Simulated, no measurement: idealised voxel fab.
Presented below is a process module, voxel self aligned contacts.
Section cut is 290 nm wide and gridded with 5 nm square cells.
Throughout this document, each cross-section is represented as a grid of square cells and is presented as a sequence of bands enumerated from the top downward, where a band comprises one or more rows of cells. Band: top and bottom heights (nm) first, top before bottom; then materials from left to right, widths in nm. "all across" marks a sole material filling the band edge to edge. "blank" denotes empty space. Height reference: 0 = level under which incoming wafer is all one material. Lowest band: no bottom, runs on downward, e.g. "top 0, no bottom". Note: "30 to 40" means the width goes from the first number (top row of the band) to the second number (bottom row) in equal steps per row of cells. It should be understood that the words "no modification", when stated for a given step, signify that the cross-section underwent no change in any of its cells during that step. Any empty space of 8 cells or more lacking an open way to the top shows up in "Closed internal voids" as width x height at distance, distance from the left edge, in nm. Post-settings text on a step line: simulator's own remark regarding the step. A step line may carry the setting "overlay nm", which, for steps involving a mask, states the distance by which the mask lay to the right of its intended position; negative values denote displacement to the left.
### Intended process steps
1 RECEIVE: material Si
2 CONFORMAL_DEP: material SiO2, thk nm 5
3 DIRECTIONAL_DEP: material polySi, thk nm 30
4 DIRECTIONAL_DEP: material SiN, thk nm 15
5 DIRECTIONAL_DEP: material aC, thk nm 10
6 PATTERN: tone cover, mask id GATE, material resist, width nm 35, pitch nm 70, thk nm 25, overlay nm 0
7 DIRECTIONAL_ETCH: etch materials aC, depth nm 10
8 STRIP: etch materials resist
9 DIRECTIONAL_ETCH: etch materials SiN, depth nm 15
10 DIRECTIONAL_ETCH: etch materials polySi, depth nm 30
11 STRIP: etch materials aC
12 CONFORMAL_DEP: material SiN, thk nm 5
13 DIRECTIONAL_ETCH: etch materials SiN, depth nm 5
14 FILL_DEP: material SiO2, thk nm 15
15 CMP: height nm 60
16 PATTERN: tone open, mask id CONTACT, material resist, width nm 55, thk nm 15, overlay nm 0
17 DIRECTIONAL_ETCH: etch materials SiO2, depth nm 60
18 STRIP: etch materials resist
19 CONFORMAL_DEP: material TiN, thk nm 5
20 FILL_DEP: material W, thk nm 10
21 CMP: height nm 60
22 CONFORMAL_DEP: material SiN, thk nm 5
### Step 1 complete: cross-section of the wafer as received
> top 0, no bottom  Si all across
> Closed internal voids: none
### As-planned run: cross-section of the first of two wafers at end of module
> top 65, bottom 60  SiN all across
> top 60, bottom 50  115 of SiO2 | 5 to 20 of TiN | 45 to 15 of W | 5 to 20 of TiN | 120 of SiO2
> top 50, bottom 35  85 of SiO2 | 45 of SiN | 5 of TiN | 15 of W | 5 of TiN | 45 of SiN | 90 of SiO2
> top 35, bottom 5  85 of SiO2 | 5 of SiN | 35 of polySi | 5 of SiN | 5 of TiN | 15 of W | 5 of TiN | 5 of SiN | 35 of polySi | 5 of SiN | 90 of SiO2
> top 5, bottom 0  130 of SiO2 | 25 of TiN | 135 of SiO2
> top 0, no bottom  Si all across
> Closed internal voids: none
### Here is the second of the two wafers cut open at the end of the module - same start, same plan as the first one, but we made one mistake running it
> top 65, bottom 60  SiN all across
> top 60, bottom 35  75 of SiO2 | 65 of SiN | 5 of TiN | 65 of SiN | 80 of SiO2
> top 35, bottom 15  75 of SiO2 | 15 of SiN | 35 of polySi | 15 of SiN | 5 of TiN | 15 of SiN | 35 of polySi | 15 of SiN | 80 of SiO2
> top 15, bottom 5  90 of SiN | 35 of polySi | 35 of SiN | 35 of polySi | 95 of SiN
> top 5, bottom 0  SiO2 all across
> top 0, no bottom  Si all across
> Closed internal voids: none
What was the processing mistake? contrary to plan, step 12 was performed as CONFORMAL_DEP: material SiN, thk nm 15
Counted in cells at the end, the second wafer holds more or fewer of these materials than the first: 188 more of SiN; 125 fewer of SiO2; 24 fewer of TiN; 39 fewer of W
